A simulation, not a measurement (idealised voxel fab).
You're looking at the process module voxel air gaps.
The width of the displayed cross-section, cut, is 235 nm; its cells are square, with a size of 5 nm.
A cross-section in this document is a grid of square cells, and it is written down as bands, the top band listed before the ones below it; a band is made up of one or more rows of cells. A band entry consists of two parts. The first gives the height of the band's top and the height of its bottom, in nm. The rest lists the band's materials from left to right, each with its width in nm. A single material labelled with the word "throughout" fills the band from edge to edge, and the word "air" marks empty space. Ref level 0: as-received wafer is one material below here. Bottom band extends down with no lower bound ("0 -> down"). With a width like "30..40", each row of cells in the band differs from the next by the same amount, the top row carrying the first number and the bottom row the second. Where the words "stayed the same" appear for a step, the cross-section shows no cell changed by that step; every cell remained as before. Enclosed voids (no open way to top), threshold 8 cells or more, entry "Trapped void list", notation width x height at distance, distance from left edge, nm. It should be noted that, on the line of a given step, the content following the step's settings is a remark produced by the simulator itself with respect to that step. If you see "overlay nm" on a step's line and that step has a mask, it's telling you how far right of where it was planned the mask ended up; a negative number means it went left instead.
Process steps foreseen in the plan
1 RECEIVE: material Si
2 CONFORMAL_DEP: material SiO2, thk nm 15
3 CONFORMAL_DEP: material SiN, thk nm 5
4 DIRECTIONAL_DEP: material lowk, thk nm 35
5 DIRECTIONAL_DEP: material aC, thk nm 15
6 PATTERN: tone open, mask id LINES, material resist, width nm 25, pitch nm 50, thk nm 30, overlay nm 0
7 DIRECTIONAL_ETCH: etch materials aC, depth nm 15
8 STRIP: etch materials resist
9 DIRECTIONAL_ETCH: etch materials lowk, depth nm 35
10 STRIP: etch materials aC
11 CONFORMAL_DEP: material TiN, thk nm 5
12 FILL_DEP: material Cu, thk nm 10
13 CMP: height nm 55
14 EPI: material Ru, thk nm 10
15 SELECTIVE_ETCH: etch materials lowk, depth nm 45
16 CONFORMAL_DEP: material SiCN, thk nm 5
The first of the two wafers, which ran as planned
Wafer at receipt (post step 1), cross-section
    0 -> down | Si throughout
    Trapped void list: none
The following cross-section depicts the wafer upon completion of step 2
    15 -> 0 | SiO2 throughout
    Below 0, no change.
The following cross-section depicts the wafer upon completion of step 3
    20 -> 15 | SiN throughout
    Below 15, no change.
The following cross-section depicts the wafer upon completion of step 4
    55 -> 20 | lowk throughout
    Below 20, no change.
The following cross-section depicts the wafer upon completion of step 5
    70 -> 55 | aC throughout
    Below 55, no change.
The following cross-section depicts the wafer upon completion of step 6
    100 -> 70 | resist 55, then air 25, then resist 25, then air 25, then resist 25, then air 25, then resist 55
    Below 70, no change.
The following cross-section depicts the wafer upon completion of step 7
    85 -> 70 | resist 55, then air 25, then resist 25, then air 25, then resist 25, then air 25, then resist 55
    70 -> 55 | aC 55, then air 25, then aC 25, then air 25, then aC 25, then air 25, then aC 55
    Below 55, no change.
The following cross-section depicts the wafer upon completion of step 8
    70 -> 55 | aC 55, then air 25, then aC 25, then air 25, then aC 25, then air 25, then aC 55
    Below 55, no change.
The following cross-section depicts the wafer upon completion of step 9
    70 -> 55 | aC 55, then air 25, then aC 25, then air 25, then aC 25, then air 25, then aC 55
    55 -> 20 | lowk 55, then air 25, then lowk 25, then air 25, then lowk 25, then air 25, then lowk 55
    Below 20, no change.
The following cross-section depicts the wafer upon completion of step 10
    55 -> 20 | lowk 55, then air 25, then lowk 25, then air 25, then lowk 25, then air 25, then lowk 55
    Below 20, no change.
The following cross-section depicts the wafer upon completion of step 11
    60 -> 55 | TiN 60, then air 15, then TiN 35, then air 15, then TiN 35, then air 15, then TiN 60
    55 -> 25 | lowk 55, then TiN 5, then air 15, then TiN 5, then lowk 25, then TiN 5, then air 15, then TiN 5, then lowk 25, then TiN 5, then air 15, then TiN 5, then lowk 55
    25 -> 20 | lowk 55, then TiN 25, then lowk 25, then TiN 25, then lowk 25, then TiN 25, then lowk 55
    Below 20, no change.
The following cross-section depicts the wafer upon completion of step 12
    70 -> 60 | Cu throughout
    60 -> 55 | TiN 60, then Cu 15, then TiN 35, then Cu 15, then TiN 35, then Cu 15, then TiN 60
    55 -> 25 | lowk 55, then TiN 5, then Cu 15, then TiN 5, then lowk 25, then TiN 5, then Cu 15, then TiN 5, then lowk 25, then TiN 5, then Cu 15, then TiN 5, then lowk 55
    Below 25, no change.
The following cross-section depicts the wafer upon completion of step 13
    55 -> 25 | lowk 55, then TiN 5, then Cu 15, then TiN 5, then lowk 25, then TiN 5, then Cu 15, then TiN 5, then lowk 25, then TiN 5, then Cu 15, then TiN 5, then lowk 55
    Below 25, no change.
The following cross-section depicts the wafer upon completion of step 14
    65 -> 55 | air 45, then Ru 45, then air 5, then Ru 45, then air 5, then Ru 45, then air 45
    Below 55, no change.
The following cross-section depicts the wafer upon completion of step 15
    65 -> 55 | air 45, then Ru 45, then air 5, then Ru 45, then air 5, then Ru 45, then air 45
    55 -> 25 | air 55, then TiN 5, then Cu 15, then TiN 5, then air 25, then TiN 5, then Cu 15, then TiN 5, then air 25, then TiN 5, then Cu 15, then TiN 5, then air 55
    25 -> 20 | air 55, then TiN 25, then air 25, then TiN 25, then air 25, then TiN 25, then air 55
    Below 20, no change.
The following cross-section depicts the wafer upon completion of step 16
    70 -> 65 | air 40, then SiCN 155, then air 40
    65 -> 55 | air 40, then SiCN 5, then Ru 45, then SiCN 5, then Ru 45, then SiCN 5, then Ru 45, then SiCN 5, then air 40
    55 -> 50 | air 40, then SiCN 15, then TiN 5, then Cu 15, then TiN 5, then SiCN 25, then TiN 5, then Cu 15, then TiN 5, then SiCN 25, then TiN 5, then Cu 15, then TiN 5, then SiCN 15, then air 40
    50 -> 25 | air 50, then SiCN 5, then TiN 5, then Cu 15, then TiN 5, then SiCN 5, then air 15, then SiCN 5, then TiN 5, then Cu 15, then TiN 5, then SiCN 5, then air 15, then SiCN 5, then TiN 5, then Cu 15, then TiN 5, then SiCN 5, then air 50
    25 -> 20 | SiCN 55, then TiN 25, then SiCN 25, then TiN 25, then SiCN 25, then TiN 25, then SiCN 55
    Below 20, no change.
    Trapped void list: 15 x 25 at 85; 15 x 25 at 135
What follows concerns the second wafer, which started out like the first and was meant to follow the very same plan; one mistake crept in when it was run, but everything up to and including step 12 is the same as for the first wafer
At the planned end of step 13, the second wafer in cross-section: stayed the same
At the planned end of step 14, the second wafer in cross-section
    80 -> 70 | Ru throughout
    Below 70, no change.
At the planned end of step 15, the second wafer in cross-section: stayed the same
At the planned end of step 16, the second wafer in cross-section
    85 -> 80 | SiCN throughout
    Below 80, no change.
What was the processing mistake? heads up, step 13 of the plan was skipped and never actually ran
In the final state, the cell counts of the second wafer exceed or fall short of those of the first for the following materials: Cu +103; Ru +40; SiCN -70; TiN +38; lowk +224
End state: 2 closed voids on the first wafer, 0 on the second.
